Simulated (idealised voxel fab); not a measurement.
Presented below is a process module, voxel capacitor over wiring.
Section shown: cut. Width: 270 nm. Cell size: 5 nm, square.
Each cross-section below is a grid of square cells, stated as bands in top-down order, with one or more rows of cells making up each band. This entry defines a band. It first specifies the height of the band's top and the height of its bottom in nm, and then specifies the band's materials from left to right, stating each material with its width in nm. The word "all across" identifies a single material that fills the band from edge to edge, while the word "air" identifies empty space. Heights are reckoned from 0. Under this level, the received wafer is all of one material. The bottommost band is open-ended downward, for example "top 0, no bottom". Width spec "30 to 40" -> top row of cells at first value, bottom row at second value, equal per-row change in between. You'll sometimes find "nothing different" written for a step, and that's the way of saying that nowhere in the cross-section did a cell change during that step. If an empty space has no open way to the top and is at least 8 cells in size, "Cavities, closed" lists it, written width x height at distance, where distance is measured from the left edge and every value is in nm. On a step's line, text after the settings is the simulator commenting on that step. "overlay nm" denotes, for a step that has a mask, the displacement of the mask to the right of its planned place, with negative values corresponding to the left.
Steps planned for the process:
1 RECEIVE with material Si
2 CONFORMAL_DEP with material SiO2, thk nm 10
3 CONFORMAL_DEP with material SiN, thk nm 5
4 DIRECTIONAL_DEP with material SiO2, thk nm 20
5 DIRECTIONAL_DEP with material aC, thk nm 10
6 PATTERN with tone open, mask id METAL_1, material resist, width nm 25, pitch nm 90, thk nm 25, overlay nm 0
7 DIRECTIONAL_ETCH with etch materials aC, depth nm 10
8 STRIP with etch materials resist
9 DIRECTIONAL_ETCH with etch materials SiO2, depth nm 20
10 DIRECTIONAL_ETCH with etch materials SiN, depth nm 5
11 STRIP with etch materials aC
12 CONFORMAL_DEP with material TiN, thk nm 5
13 FILL_DEP with material W, thk nm 10
14 CMP with height nm 35
15 CONFORMAL_DEP with material SiCN, thk nm 5
16 DIRECTIONAL_DEP with material lowk, thk nm 15
17 PATTERN with tone open, mask id PLUG_1, material resist, width nm 15, thk nm 15, overlay nm 0
18 DIRECTIONAL_ETCH with etch materials lowk, depth nm 15
19 DIRECTIONAL_ETCH with etch materials SiCN, depth nm 5
20 STRIP with etch materials resist
21 EPI with material Ru, thk nm 10
22 EPI with material Ru, thk nm 10
23 DIRECTIONAL_DEP with material TiN, thk nm 10
24 DIRECTIONAL_DEP with material HfO2, thk nm 5
25 DIRECTIONAL_DEP with material TiN, thk nm 5
26 PATTERN with tone cover, mask id UPPER_PLATE, material resist, width nm 70, thk nm 15, overlay nm 0
27 DIRECTIONAL_ETCH with etch materials TiN, depth nm 5
28 DIRECTIONAL_ETCH with etch materials HfO2, depth nm 5
29 STRIP with etch materials resist
30 MASKED_ETCH with tone cover, mask id LOWER_PLATE, width nm 80, etch materials TiN, depth nm 10, overlay nm 0
31 FILL_DEP with material SiO2, thk nm 20
32 CMP with height nm 90
33 MASKED_ETCH with tone open, mask id PLUG_2, width nm 15, etch materials SiO2, depth nm 15, overlay nm 0
34 CONFORMAL_DEP with material TiN, thk nm 5
35 FILL_DEP with material W, thk nm 5
36 CMP with height nm 90
37 CONFORMAL_DEP with material SiN, thk nm 5
The first of two wafers, run as planned:
Incoming wafer, cross-sectional view, post step 1:
top 0, no bottom: Si all across
Cavities, closed: none
Cross-section through the wafer, step 2 finished:
top 10, bottom 0: SiO2 all across
Unchanged below 0.
Cross-section through the wafer, step 3 finished:
top 15, bottom 10: SiN all across
Unchanged below 10.
Cross-section through the wafer, step 4 finished:
top 35, bottom 15: SiO2 all across
Unchanged below 15.
Cross-section through the wafer, step 5 finished:
top 45, bottom 35: aC all across
Unchanged below 35.
Cross-section through the wafer, step 6 finished:
top 70, bottom 45: resist 75 | air 25 | resist 65 | air 25 | resist 80
Unchanged below 45.
Cross-section through the wafer, step 7 finished:
top 60, bottom 45: resist 75 | air 25 | resist 65 | air 25 | resist 80
top 45, bottom 35: aC 75 | air 25 | aC 65 | air 25 | aC 80
Unchanged below 35.
Cross-section through the wafer, step 8 finished:
top 45, bottom 35: aC 75 | air 25 | aC 65 | air 25 | aC 80
Unchanged below 35.
Cross-section through the wafer, step 9 finished:
top 45, bottom 35: aC 75 | air 25 | aC 65 | air 25 | aC 80
top 35, bottom 15: SiO2 75 | air 25 | SiO2 65 | air 25 | SiO2 80
Unchanged below 15.
Cross-section through the wafer, step 10 finished:
top 45, bottom 35: aC 75 | air 25 | aC 65 | air 25 | aC 80
top 35, bottom 15: SiO2 75 | air 25 | SiO2 65 | air 25 | SiO2 80
top 15, bottom 10: SiN 75 | air 25 | SiN 65 | air 25 | SiN 80
Unchanged below 10.
Cross-section through the wafer, step 11 finished:
top 35, bottom 15: SiO2 75 | air 25 | SiO2 65 | air 25 | SiO2 80
Unchanged below 15.
Cross-section through the wafer, step 12 finished:
top 40, bottom 35: TiN 80 | air 15 | TiN 75 | air 15 | TiN 85
top 35, bottom 15: SiO2 75 | TiN 5 | air 15 | TiN 5 | SiO2 65 | TiN 5 | air 15 | TiN 5 | SiO2 80
top 15, bottom 10: SiN 75 | TiN 25 | SiN 65 | TiN 25 | SiN 80
Unchanged below 10.
Cross-section through the wafer, step 13 finished:
top 50, bottom 40: W all across
top 40, bottom 35: TiN 80 | W 15 | TiN 75 | W 15 | TiN 85
top 35, bottom 15: SiO2 75 | TiN 5 | W 15 | TiN 5 | SiO2 65 | TiN 5 | W 15 | TiN 5 | SiO2 80
Unchanged below 15.
Cross-section through the wafer, step 14 finished:
top 35, bottom 15: SiO2 75 | TiN 5 | W 15 | TiN 5 | SiO2 65 | TiN 5 | W 15 | TiN 5 | SiO2 80
Unchanged below 15.
Cross-section through the wafer, step 15 finished:
top 40, bottom 35: SiCN all across
Unchanged below 35.
Cross-section through the wafer, step 16 finished:
top 55, bottom 40: lowk all across
Unchanged below 40.
Cross-section through the wafer, step 17 finished:
top 70, bottom 55: resist 85 | air 15 | resist 170
Unchanged below 55.
Cross-section through the wafer, step 18 finished:
top 70, bottom 55: resist 85 | air 15 | resist 170
top 55, bottom 40: lowk 85 | air 15 | lowk 170
Unchanged below 40.
Cross-section through the wafer, step 19 finished:
top 70, bottom 55: resist 85 | air 15 | resist 170
top 55, bottom 40: lowk 85 | air 15 | lowk 170
top 40, bottom 35: SiCN 85 | air 15 | SiCN 170
Unchanged below 35.
Cross-section through the wafer, step 20 finished:
top 55, bottom 40: lowk 85 | air 15 | lowk 170
Unchanged below 40.
Cross-section through the wafer, step 21 finished:
top 55, bottom 45: lowk 85 | air 15 | lowk 170
top 45, bottom 40: lowk 85 | Ru 15 | lowk 170
top 40, bottom 35: SiCN 85 | Ru 15 | SiCN 170
Unchanged below 35.
Cross-section through the wafer, step 22 finished:
top 55, bottom 40: lowk 85 | Ru 15 | lowk 170
Unchanged below 40.
Cross-section through the wafer, step 23 finished:
top 65, bottom 55: TiN all across
Unchanged below 55.
Cross-section through the wafer, step 24 finished:
top 70, bottom 65: HfO2 all across
Unchanged below 65.
Cross-section through the wafer, step 25 finished:
top 75, bottom 70: TiN all across
Unchanged below 70.
Cross-section through the wafer, step 26 finished:
top 90, bottom 75: air 85 | resist 70 | air 115
Unchanged below 75.
Cross-section through the wafer, step 27 finished:
top 90, bottom 75: air 85 | resist 70 | air 115
top 75, bottom 70: air 85 | TiN 70 | air 115
Unchanged below 70.
Cross-section through the wafer, step 28 finished:
top 90, bottom 75: air 85 | resist 70 | air 115
top 75, bottom 70: air 85 | TiN 70 | air 115
top 70, bottom 65: air 85 | HfO2 70 | air 115
Unchanged below 65.
Cross-section through the wafer, step 29 finished:
top 75, bottom 70: air 85 | TiN 70 | air 115
Unchanged below 70.
Cross-section through the wafer, step 30 finished:
top 75, bottom 70: air 85 | TiN 70 | air 115
top 70, bottom 65: air 85 | HfO2 70 | air 115
top 65, bottom 55: air 80 | TiN 80 | air 110
Unchanged below 55.
Cross-section through the wafer, step 31 finished:
top 95, bottom 75: SiO2 all across
top 75, bottom 70: SiO2 85 | TiN 70 | SiO2 115
top 70, bottom 65: SiO2 85 | HfO2 70 | SiO2 115
top 65, bottom 55: SiO2 80 | TiN 80 | SiO2 110
Unchanged below 55.
Cross-section through the wafer, step 32 finished:
top 90, bottom 75: SiO2 all across
Unchanged below 75.
Cross-section through the wafer, step 33 finished:
top 90, bottom 75: SiO2 95 | air 15 | SiO2 160
Unchanged below 75.
Cross-section through the wafer, step 34 finished:
top 95, bottom 90: TiN 100 | air 5 | TiN 165
top 90, bottom 80: SiO2 95 | TiN 5 | air 5 | TiN 5 | SiO2 160
top 80, bottom 70: SiO2 95 to 85 | TiN 15 to 70 | SiO2 160 to 115
Unchanged below 70.
Cross-section through the wafer, step 35 finished:
top 100, bottom 95: W all across
top 95, bottom 90: TiN 100 | W 5 | TiN 165
top 90, bottom 80: SiO2 95 | TiN 5 | W 5 | TiN 5 | SiO2 160
Unchanged below 80.
Cross-section through the wafer, step 36 finished:
top 90, bottom 80: SiO2 95 | TiN 5 | W 5 | TiN 5 | SiO2 160
Unchanged below 80.
Cross-section through the wafer, step 37 finished:
top 95, bottom 90: SiN all across
Unchanged below 90.
Wafer two. Identical start, identical plan. One mistake in execution. Identical history through step 15:
The second wafer in cross-section, at the planned close of step 16:
top 70, bottom 40: lowk all across
Unchanged below 40.
The second wafer in cross-section, at the planned close of step 17:
top 85, bottom 70: resist 85 | air 15 | resist 170
Unchanged below 70.
The second wafer in cross-section, at the planned close of step 18:
top 85, bottom 70: resist 85 | air 15 | resist 170
top 70, bottom 55: lowk 85 | air 15 | lowk 170
Unchanged below 55.
The second wafer in cross-section, at the planned close of step 19: nothing different
The second wafer in cross-section, at the planned close of step 20:
top 70, bottom 55: lowk 85 | air 15 | lowk 170
Unchanged below 55.
The second wafer in cross-section, at the planned close of step 21: nothing different
The second wafer in cross-section, at the planned close of step 22: nothing different
The second wafer in cross-section, at the planned close of step 23:
top 80, bottom 70: TiN 85 | air 15 | TiN 170
top 70, bottom 65: lowk 85 | air 15 | lowk 170
top 65, bottom 55: lowk 85 | TiN 15 | lowk 170
Unchanged below 55.
The second wafer in cross-section, at the planned close of step 24:
top 85, bottom 80: HfO2 85 | air 15 | HfO2 170
top 80, bottom 70: TiN 85 | air 15 | TiN 170
top 70, bottom 65: lowk 85 | HfO2 15 | lowk 170
Unchanged below 65.
The second wafer in cross-section, at the planned close of step 25:
top 90, bottom 85: TiN 85 | air 15 | TiN 170
top 85, bottom 80: HfO2 85 | air 15 | HfO2 170
top 80, bottom 75: TiN 85 | air 15 | TiN 170
top 75, bottom 70: TiN all across
Unchanged below 70.
The second wafer in cross-section, at the planned close of step 26:
top 105, bottom 90: air 85 | resist 70 | air 115
top 90, bottom 85: TiN 85 | resist 15 | TiN 170
top 85, bottom 80: HfO2 85 | resist 15 | HfO2 170
top 80, bottom 75: TiN 85 | resist 15 | TiN 170
Unchanged below 75.
The second wafer in cross-section, at the planned close of step 27:
top 105, bottom 90: air 85 | resist 70 | air 115
top 90, bottom 85: air 85 | resist 15 | TiN 55 | air 115
Unchanged below 85.
The second wafer in cross-section, at the planned close of step 28:
top 105, bottom 90: air 85 | resist 70 | air 115
top 90, bottom 85: air 85 | resist 15 | TiN 55 | air 115
top 85, bottom 80: air 85 | resist 15 | HfO2 55 | air 115
Unchanged below 80.
The second wafer in cross-section, at the planned close of step 29:
top 90, bottom 85: air 100 | TiN 55 | air 115
top 85, bottom 80: air 100 | HfO2 55 | air 115
top 80, bottom 75: TiN 85 | air 15 | TiN 170
Unchanged below 75.
The second wafer in cross-section, at the planned close of step 30:
top 90, bottom 85: air 100 | TiN 55 | air 115
top 85, bottom 80: air 100 | HfO2 55 | air 115
top 80, bottom 75: air 80 | TiN 5 | air 15 | TiN 60 | air 110
top 75, bottom 70: air 80 | TiN 80 | air 110
Unchanged below 70.
The second wafer in cross-section, at the planned close of step 31:
top 110, bottom 90: SiO2 all across
top 90, bottom 85: SiO2 100 | TiN 55 | SiO2 115
top 85, bottom 80: SiO2 100 | HfO2 55 | SiO2 115
top 80, bottom 75: SiO2 80 | TiN 5 | SiO2 15 | TiN 60 | SiO2 110
top 75, bottom 70: SiO2 80 | TiN 80 | SiO2 110
Unchanged below 70.
The second wafer in cross-section, at the planned close of step 32:
top 90, bottom 85: SiO2 100 | TiN 55 | SiO2 115
Unchanged below 85.
The second wafer in cross-section, at the planned close of step 33:
top 90, bottom 85: SiO2 95 | air 5 | TiN 55 | SiO2 115
top 85, bottom 80: SiO2 95 | air 5 | HfO2 55 | SiO2 115
top 80, bottom 75: SiO2 80 | TiN 5 | SiO2 10 | air 5 | TiN 60 | SiO2 110
Unchanged below 75.
The second wafer in cross-section, at the planned close of step 34:
top 95, bottom 90: TiN all across
top 90, bottom 85: SiO2 95 | TiN 60 | SiO2 115
top 85, bottom 80: SiO2 95 | TiN 5 | HfO2 55 | SiO2 115
top 80, bottom 75: SiO2 80 | TiN 5 | SiO2 10 | TiN 65 | SiO2 110
Unchanged below 75.
The second wafer in cross-section, at the planned close of step 35:
top 100, bottom 95: W all across
Unchanged below 95.
The second wafer in cross-section, at the planned close of step 36:
top 90, bottom 85: SiO2 95 | TiN 60 | SiO2 115
Unchanged below 85.
The second wafer in cross-section, at the planned close of step 37:
top 95, bottom 90: SiN all across
Unchanged below 90.
What broke from the plan during processing? step 16 of the plan was twice carried out
Count the cells at the end and the second wafer has more or fewer of some materials than the first: Ru: 12 fewer; SiCN: 3 more; SiO2: 147 fewer; TiN: 4 fewer; W: 2 fewer; lowk: 162 more
